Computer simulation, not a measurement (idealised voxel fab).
This is a process module. Its name is voxel tone inversion.
Shown is cross-section cut, with a width of 245 nm and square cells of size 5 nm.
In what follows, cross-sections appear as grids of square cells, described through bands that run from the top down, where every band is one or more rows of cells. It is stipulated that each band's entry specify, in nanometres, the height of the top of the band and then that of its bottom, followed by the materials of the band in left-to-right sequence, each together with its width in nanometres. A single material marked by the word "edge to edge" is understood to fill the band from edge to edge; the word "air" is understood to denote empty space. Basically, 0 is our baseline, since under it the wafer straight out of the box is all one material. The bottom band has no lower end and keeps on going down, so it looks like "0 nm and below". It should be noted that a width expressed as "30->40" varies in equal increments from row to row of cells within the band, taking the value of the first number at the top row and that of the second number at the bottom row. "all unchanged" -> step changed no cross-section cell. "Unvented internal voids" enumerates empty spaces isolated from the top, with no open way to it, that contain at least 8 cells, giving each as width x height at distance from the left edge, all three in nm. On each step's line, the part that comes after the settings is the simulator's own comment on the step. Regarding "overlay nm": on a step with a mask, it is the distance the mask lay to the right of its planned place; a negative value places it to the left.
This section lists the process steps that were planned:
1: RECEIVE: material Si
2: CONFORMAL_DEP: material SiCN, thk nm 5
3: DIRECTIONAL_DEP: material polySi, thk nm 15
4: PATTERN: tone cover, mask id POSTS, material resist, width nm 20, pitch nm 45, thk nm 20, overlay nm 0
5: DIRECTIONAL_ETCH: etch materials polySi, depth nm 15
6: STRIP: etch materials resist
7: FILL_DEP: material lowk, thk nm 5
8: CMP: height nm 20
9: STRIP: etch materials polySi
The first wafer of two, processed as planned:
This is the cross-section of the wafer as we received it, i.e. after step 1:
0 nm and below | Si edge to edge
Unvented internal voids: none
Wafer section view after processing step 2:
5 nm to 0 nm | SiCN edge to edge
Under 0: no change, same as before.
Wafer section view after processing step 3:
20 nm to 5 nm | polySi edge to edge
Under 5: no change, same as before.
Wafer section view after processing step 4:
40 nm to 20 nm | 45 air; 20 resist; 25 air; 20 resist; 25 air; 20 resist; 25 air; 20 resist; 45 air
Under 20: no change, same as before.
Wafer section view after processing step 5:
40 nm to 20 nm | 45 air; 20 resist; 25 air; 20 resist; 25 air; 20 resist; 25 air; 20 resist; 45 air
20 nm to 5 nm | 45 air; 20 polySi; 25 air; 20 polySi; 25 air; 20 polySi; 25 air; 20 polySi; 45 air
Under 5: no change, same as before.
Wafer section view after processing step 6:
20 nm to 5 nm | 45 air; 20 polySi; 25 air; 20 polySi; 25 air; 20 polySi; 25 air; 20 polySi; 45 air
Under 5: no change, same as before.
Wafer section view after processing step 7:
25 nm to 20 nm | lowk edge to edge
20 nm to 5 nm | 45 lowk; 20 polySi; 25 lowk; 20 polySi; 25 lowk; 20 polySi; 25 lowk; 20 polySi; 45 lowk
Under 5: no change, same as before.
Wafer section view after processing step 8:
20 nm to 5 nm | 45 lowk; 20 polySi; 25 lowk; 20 polySi; 25 lowk; 20 polySi; 25 lowk; 20 polySi; 45 lowk
Under 5: no change, same as before.
Wafer section view after processing step 9:
20 nm to 5 nm | 45 lowk; 20 air; 25 lowk; 20 air; 25 lowk; 20 air; 25 lowk; 20 air; 45 lowk
Under 5: no change, same as before.
Second Wafer (Identical Start and Plan, One Processing Error; Matches First Wafer Through Step 1):
Look at the second wafer in cross-section at the time step 2 ought to have finished: all unchanged
Look at the second wafer in cross-section at the time step 3 ought to have finished:
15 nm to 0 nm | polySi edge to edge
Under 0: no change, same as before.
Look at the second wafer in cross-section at the time step 4 ought to have finished:
35 nm to 15 nm | 45 air; 20 resist; 25 air; 20 resist; 25 air; 20 resist; 25 air; 20 resist; 45 air
Under 15: no change, same as before.
Look at the second wafer in cross-section at the time step 5 ought to have finished:
35 nm to 15 nm | 45 air; 20 resist; 25 air; 20 resist; 25 air; 20 resist; 25 air; 20 resist; 45 air
15 nm to 0 nm | 45 air; 20 polySi; 25 air; 20 polySi; 25 air; 20 polySi; 25 air; 20 polySi; 45 air
Under 0: no change, same as before.
Look at the second wafer in cross-section at the time step 6 ought to have finished:
15 nm to 0 nm | 45 air; 20 polySi; 25 air; 20 polySi; 25 air; 20 polySi; 25 air; 20 polySi; 45 air
Under 0: no change, same as before.
Look at the second wafer in cross-section at the time step 7 ought to have finished:
20 nm to 15 nm | lowk edge to edge
15 nm to 0 nm | 45 lowk; 20 polySi; 25 lowk; 20 polySi; 25 lowk; 20 polySi; 25 lowk; 20 polySi; 45 lowk
Under 0: no change, same as before.
Look at the second wafer in cross-section at the time step 8 ought to have finished: all unchanged
Look at the second wafer in cross-section at the time step 9 ought to have finished: all unchanged
What was the processing mistake? the plan's step 2 was left out and never carried out
End check, counted in cells, second wafer has more or fewer of these materials than the first: SiCN: 49 fewer | lowk: 49 more | polySi: 48 more
